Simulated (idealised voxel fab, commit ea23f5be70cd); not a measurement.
Process module in this document: voxel gate over fins
Cross-section cut: width 295 nm, square cells of 5 nm.
Just so we're on the same page, the cross-sections are grids of square cells, and they're listed out in bands top to bottom, each band one or more rows deep.
Band: top height; bottom height; in nm. Then, left to right: material with width in nm, for each material. "full width": a single material spanning edge to edge. "blank": empty space.
Heights are expressed relative to 0, this being the level below which the as-received wafer comprises one material exclusively. The lowest band is unbounded in the downward direction and is denoted as in "0 down".
Note: "30->40" means the width goes from the first number (top row of the band) to the second number (bottom row) in equal steps per row of cells.
"identical to before" (step): cross-section cells unchanged, all of them.
So "Fully enclosed voids" is basically the list of trapped voids: any empty space of 8 cells or more that can't reach the top through an opening. They're written width x height at distance, the distance being from the left edge, and it's all nm.
Where a step's line continues beyond its settings, the continuation is a remark by the simulator itself on that step.
"overlay nm" denotes, for a step that has a mask, the displacement of the mask to the right of its planned place, with negative values corresponding to the left.

plan:
step 1: RECEIVE | material Si
step 2: CONFORMAL_DEP | material SiN | thk nm 10
step 3: MASKED_ETCH | tone cover | mask id FINS | width nm 15 | pitch nm 55 | etch materials SiN | depth nm 10 | overlay nm 0
step 4: MASKED_ETCH | tone cover | mask id FINS | width nm 15 | pitch nm 55 | etch materials Si | depth nm 35 | overlay nm 0
step 5: FILL_DEP | material SiO2 | thk nm 10
step 6: CMP | height nm 10
step 7: PATTERN | tone open | mask id RAIL | material resist | width nm 15 | thk nm 15 | overlay nm 0
step 8: DIRECTIONAL_ETCH | etch materials SiO2 | depth nm 40
step 9: STRIP | etch materials resist
step 10: CONFORMAL_DEP | material TiN | thk nm 5
step 11: FILL_DEP | material Ru | thk nm 5
step 12: CMP | height nm 10
step 13: SELECTIVE_ETCH | etch materials W Ru TiN | depth nm 20
step 14: FILL_DEP | material SiO2 | thk nm 5
step 15: CMP | height nm 10
step 16: SELECTIVE_ETCH | etch materials SiO2 | depth nm 25
step 17: STRIP | etch materials SiN
step 18: CONFORMAL_DEP | material HfO2 | thk nm 5
step 19: CONFORMAL_DEP | material TiN | thk nm 5
step 20: FILL_DEP | material W | thk nm 10
step 21: CMP | height nm 15
step 22: CONFORMAL_DEP | material SiCN | thk nm 10
The plan's step 13 depth nm is the first wafer's value; the wafers differ in this setting and start identical.

first wafer as received, after step 1:
0 down = Si full width
Fully enclosed voids: none

Gained (+) or lost (-) cells of each material since receipt, then closed voids: one row per wafer, at the end of the module:
depth nm 20; +73 HfO2; +3 Ru; -371 Si; +118 SiCN; +203 SiO2; +79 TiN; +190 W; Fully enclosed voids: none
depth nm 25; +71 HfO2; +2 Ru; -371 Si; +118 SiCN; +203 SiO2; +78 TiN; +194 W; Fully enclosed voids: none
depth nm 30; +71 HfO2; +1 Ru; -371 Si; +118 SiCN; +206 SiO2; +76 TiN; +194 W; Fully enclosed voids: none
depth nm 35; +71 HfO2; -371 Si; +118 SiCN; +209 SiO2; +74 TiN; +194 W; Fully enclosed voids: none
depth nm 40; +71 HfO2; -371 Si; +118 SiCN; +212 SiO2; +71 TiN; +194 W; Fully enclosed voids: none
depth nm 45; +71 HfO2; -371 Si; +118 SiCN; +212 SiO2; +71 TiN; +194 W; Fully enclosed voids: none
